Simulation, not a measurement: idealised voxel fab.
Module name: voxel trench capacitor (process module)
This is section cut - it's 240 nm across, gridded in 5 nm square cells.
Cross-sections here: square-cell grids, written as top-down lists of bands, a band being one or more rows of cells. Basically the band line says how high the top is and how high the bottom is, in nm, and then what's in it from left to right, every material with its width in nm. Empty space shows up as "blank", and if a single material carries "throughout" it runs the full band edge to edge. The reference from which all heights are counted is 0, the level beneath which the as-received wafer is entirely one material; the lowest band, having no lower bound, proceeds downward and is written after the example "top 0, no bottom". The two numbers in a width such as "30->40" mark its ends across the band: the first belongs to the top row of cells, the second to the bottom row, and from each row to the next the width moves by the same amount. The cross-section has no changed cell in any step marked "changes: none". "Sealed internal voids" lists enclosed empty spaces (at least 8 cells, no open path upward to the top), each as width x height at distance from the left edge, in nm. It should be noted that, on the line of a given step, the content following the step's settings is a remark produced by the simulator itself with respect to that step. overlay nm: right-of-plan distance of the mask on a masked step; negative values mean left-of-plan.

### So here's the lineup of process steps we planned
step 1: RECEIVE, material Si
step 2: CONFORMAL_DEP, material SiN, thk nm 10
step 3: PATTERN, tone open, mask id TRENCH, material resist, width nm 25, pitch nm 50, thk nm 15, overlay nm 0
step 4: DIRECTIONAL_ETCH, etch materials SiN, depth nm 10
step 5: DIRECTIONAL_ETCH, etch materials Si, depth nm 40
step 6: STRIP, etch materials resist
step 7: CONFORMAL_DEP, material HfO2, thk nm 5
step 8: CONFORMAL_DEP, material TiN, thk nm 5
step 9: FILL_DEP, material W, thk nm 5
step 10: CMP, height nm 10

### Incoming wafer in cross-section (state: after step 1)
	top 0, no bottom: Si throughout
	Sealed internal voids: none

### First wafer of two, sectioned at end of module; run went per plan
	top 10, bottom 0: 55 SiN | 5 HfO2 | 5 TiN | 5 W | 5 TiN | 5 HfO2 | 25 SiN | 5 HfO2 | 5 TiN | 5 W | 5 TiN | 5 HfO2 | 25 SiN | 5 HfO2 | 5 TiN | 5 W | 5 TiN | 5 HfO2 | 60 SiN
	top 0, bottom -30: 55 Si | 5 HfO2 | 5 TiN | 5 W | 5 TiN | 5 HfO2 | 25 Si | 5 HfO2 | 5 TiN | 5 W | 5 TiN | 5 HfO2 | 25 Si | 5 HfO2 | 5 TiN | 5 W | 5 TiN | 5 HfO2 | 60 Si
	top -30, bottom -35: 55 Si | 5 HfO2 | 15 TiN | 5 HfO2 | 25 Si | 5 HfO2 | 15 TiN | 5 HfO2 | 25 Si | 5 HfO2 | 15 TiN | 5 HfO2 | 60 Si
	top -35, bottom -40: 55 Si | 25 HfO2 | 25 Si | 25 HfO2 | 25 Si | 25 HfO2 | 60 Si
	top -40, no bottom: Si throughout
	Sealed internal voids: none

### Cross-sectional image of the second wafer of the two following completion of the module. Starting state and process plan were the same as for the first wafer; one execution error occurred
	top 10, bottom 0: 55 SiN | 5 TiN | 5 HfO2 | 5 W | 5 HfO2 | 5 TiN | 25 SiN | 5 TiN | 5 HfO2 | 5 W | 5 HfO2 | 5 TiN | 25 SiN | 5 TiN | 5 HfO2 | 5 W | 5 HfO2 | 5 TiN | 60 SiN
	top 0, bottom -30: 55 Si | 5 TiN | 5 HfO2 | 5 W | 5 HfO2 | 5 TiN | 25 Si | 5 TiN | 5 HfO2 | 5 W | 5 HfO2 | 5 TiN | 25 Si | 5 TiN | 5 HfO2 | 5 W | 5 HfO2 | 5 TiN | 60 Si
	top -30, bottom -35: 55 Si | 5 TiN | 15 HfO2 | 5 TiN | 25 Si | 5 TiN | 15 HfO2 | 5 TiN | 25 Si | 5 TiN | 15 HfO2 | 5 TiN | 60 Si
	top -35, bottom -40: 55 Si | 25 TiN | 25 Si | 25 TiN | 25 Si | 25 TiN | 60 Si
	top -40, no bottom: Si throughout
	Sealed internal voids: none
Against the plan, the run slipped here: steps 7 and 8: order swapped relative to plan
Looking at both finished wafers in cells, the second ends up ahead of or behind the first on some materials: HfO2: 12 fewer, TiN: 12 more
